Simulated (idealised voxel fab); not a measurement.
Process module name: voxel gate over fins
This is section cut - it's 145 nm across, gridded in 5 nm square cells.
This document writes a cross-section as a grid whose cells are square, and gives it as bands, listed from the top down; one or more rows of cells form a band.
Band: top height; bottom height; in nm. Then, left to right: material with width in nm, for each material. "edge to edge": a single material spanning edge to edge. "empty": empty space.
Zero point of the height axis is 0; under it, received wafer = one material. Lowest band: continues down indefinitely, "0..down".
The two numbers in a width such as "30->40" mark its ends across the band: the first belongs to the top row of cells, the second to the bottom row, and from each row to the next the width moves by the same amount.
"no change occurred" for a step: no cell of the cross-section changed in that step.
Under "Entrapped void list" you'll find the enclosed gaps, the ones with no way out to the top, that are 8 cells or bigger; each reads width x height at distance, with distance counted from the left edge, everything in nm.
Heads up: the bit after the settings on a step's line is the simulator's remark on that step.
overlay nm: mask offset rightward from planned place, masked step; negative means leftward offset.
### Planned process steps
1: RECEIVE, material Si
2: CONFORMAL_DEP, material SiN, thk nm 10
3: PATTERN, tone cover, mask id FINS, material resist, width nm 15, pitch nm 35, thk nm 15, overlay nm 0
4: DIRECTIONAL_ETCH, etch materials SiN, depth nm 10
5: DIRECTIONAL_ETCH, etch materials Si, depth nm 40
6: STRIP, etch materials resist
7: FILL_DEP, material SiO2, thk nm 5
8: CMP, height nm 10
9: SELECTIVE_ETCH, etch materials SiO2, depth nm 25
10: STRIP, etch materials SiN
11: CONFORMAL_DEP, material HfO2, thk nm 5
12: CONFORMAL_DEP, material TiN, thk nm 5
13: CONFORMAL_DEP, material TiAl, thk nm 5
14: CONFORMAL_DEP, material TiN, thk nm 5
15: FILL_DEP, material W, thk nm 10
16: CMP, height nm 25
17: CONFORMAL_DEP, material SiCN, thk nm 5
### This is the cross-section of the wafer as we received it, i.e. after step 1
  0..down: Si edge to edge
  Entrapped void list: none
### First wafer of two, sectioned at end of module; run went per plan
  30..25: SiCN edge to edge
  25..20: W edge to edge
  20..15: 25 W / 90 TiN / 30 W
  15..10: 25 W / 5 TiN / 80 TiAl / 5 TiN / 30 W
  10..5: 25 W / 5 TiN / 5 TiAl / 70 TiN / 5 TiAl / 5 TiN / 30 W
  5..0: 30 TiN / 5 TiAl / 5 TiN / 25 HfO2 / 10 TiN / 25 HfO2 / 5 TiN / 5 TiAl / 35 TiN
  0..-5: 35 TiAl / 5 TiN / 5 HfO2 / 15 Si / 5 HfO2 / 10 TiN / 5 HfO2 / 15 Si / 5 HfO2 / 5 TiN / 40 TiAl
  -5..-10: 40 TiN / 5 HfO2 / 15 Si / 5 HfO2 / 10 TiN / 5 HfO2 / 15 Si / 5 HfO2 / 45 TiN
  -10..-15: 45 HfO2 / 15 Si / 20 HfO2 / 15 Si / 50 HfO2
  -15..-40: 45 SiO2 / 15 Si / 20 SiO2 / 15 Si / 50 SiO2
  -40..down: Si edge to edge
  Entrapped void list: none
### The second wafer, shown in cross-section after the module: started the same way as the first and given the same plan, yet one mistake crept into how it was run
  30..25: SiCN edge to edge
  25..15: W edge to edge
  15..5: 30 W / 80 TiN / 35 W
  5..0: 30 W / 10 TiN / 25 HfO2 / 10 TiN / 25 HfO2 / 10 TiN / 35 W
  0..-10: 40 TiN / 5 HfO2 / 15 Si / 5 HfO2 / 10 TiN / 5 HfO2 / 15 Si / 5 HfO2 / 45 TiN
  -10..-15: 45 HfO2 / 15 Si / 20 HfO2 / 15 Si / 50 HfO2
  -15..-40: 45 SiO2 / 15 Si / 20 SiO2 / 15 Si / 50 SiO2
  -40..down: Si edge to edge
  Entrapped void list: none
Heads up, the wafer didn't run the way we planned it: plan step 13 never ran because it was skipped
The second wafer ends with more or fewer cells of some materials than the first, per final count: TiAl -35; W +35
